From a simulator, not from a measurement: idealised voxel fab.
The process module that follows is named voxel trench capacitor.
Pictured: cross-section cut, 255 nm wide, on a grid of 5 nm square cells.
For the purposes of this document, a cross-section shall be understood as a grid of square cells, specified as bands listed in top-to-bottom order, each band consisting of one or more rows of cells. Heads up on the band format: heights come first, top then bottom, in nm. After that it's the materials left to right, each with its width in nm. A single material flagged "all across" fills the whole band edge to edge, and "air" means there's empty space there. Measure heights from 0. That's the level where, below it, the as-received wafer is all one material. The lowest band is bottomless and extends downward; write it as in "z 0 and below". You'd read "30..40" like this: the band's top row of cells is as wide as the first number, its bottom row is as wide as the second, and going down, every row changes width by the same amount as the row before did. Given "nothing altered" for a step, no cell of the cross-section differs between before and after that step. "Enclosed voids" lists enclosed empty spaces (at least 8 cells, no open path upward to the top), each as width x height at distance from the left edge, in nm. Where a step's line continues beyond its settings, the continuation is a remark by the simulator itself on that step. "overlay nm", when on a step's line for a step with a mask, measures how far to the right of its planned place the mask lay; a negative measure means to the left.
-- Planned step list for the process
1. RECEIVE with material Si
2. CONFORMAL_DEP with material SiN, thk nm 10
3. PATTERN with tone open, mask id TRENCH, material resist, width nm 25, pitch nm 50, thk nm 20, overlay nm -15
4. DIRECTIONAL_ETCH with etch materials SiN, depth nm 10
5. DIRECTIONAL_ETCH with etch materials Si, depth nm 30
6. STRIP with etch materials resist
7. CONFORMAL_DEP with material Al2O3, thk nm 5
8. CONFORMAL_DEP with material TiN, thk nm 5
9. FILL_DEP with material W, thk nm 10
10. CMP with height nm 10
Across this set of wafers, the varied parameter is the overlay nm of step 3. Starting conditions are identical for every wafer, and the plan reports the value assigned to the first wafer.
-- So this is the first of several wafers, cross-sectioned as it came to us, meaning it's at the end of step 1
- z 0 and below: Si all across
- Enclosed voids: none
-- The table below has one row for each wafer; a row shows, as of the end of the module, how many cells of each material the wafer has gained, marked (+), or lost, marked (-), since it was received, and then the wafer's closed voids
overlay nm -15; +76 Al2O3; -120 Si; +62 SiN; +60 TiN; +24 W; Enclosed voids: none
overlay nm -10; +76 Al2O3; -120 Si; +62 SiN; +60 TiN; +24 W; Enclosed voids: none
overlay nm -5; +76 Al2O3; -120 Si; +62 SiN; +60 TiN; +24 W; Enclosed voids: none
overlay nm 0; +76 Al2O3; -120 Si; +62 SiN; +60 TiN; +24 W; Enclosed voids: none
overlay nm 5; +76 Al2O3; -120 Si; +62 SiN; +60 TiN; +24 W; Enclosed voids: none
overlay nm 10; +76 Al2O3; -120 Si; +62 SiN; +60 TiN; +24 W; Enclosed voids: none
overlay nm 15; +76 Al2O3; -120 Si; +62 SiN; +60 TiN; +24 W; Enclosed voids: none
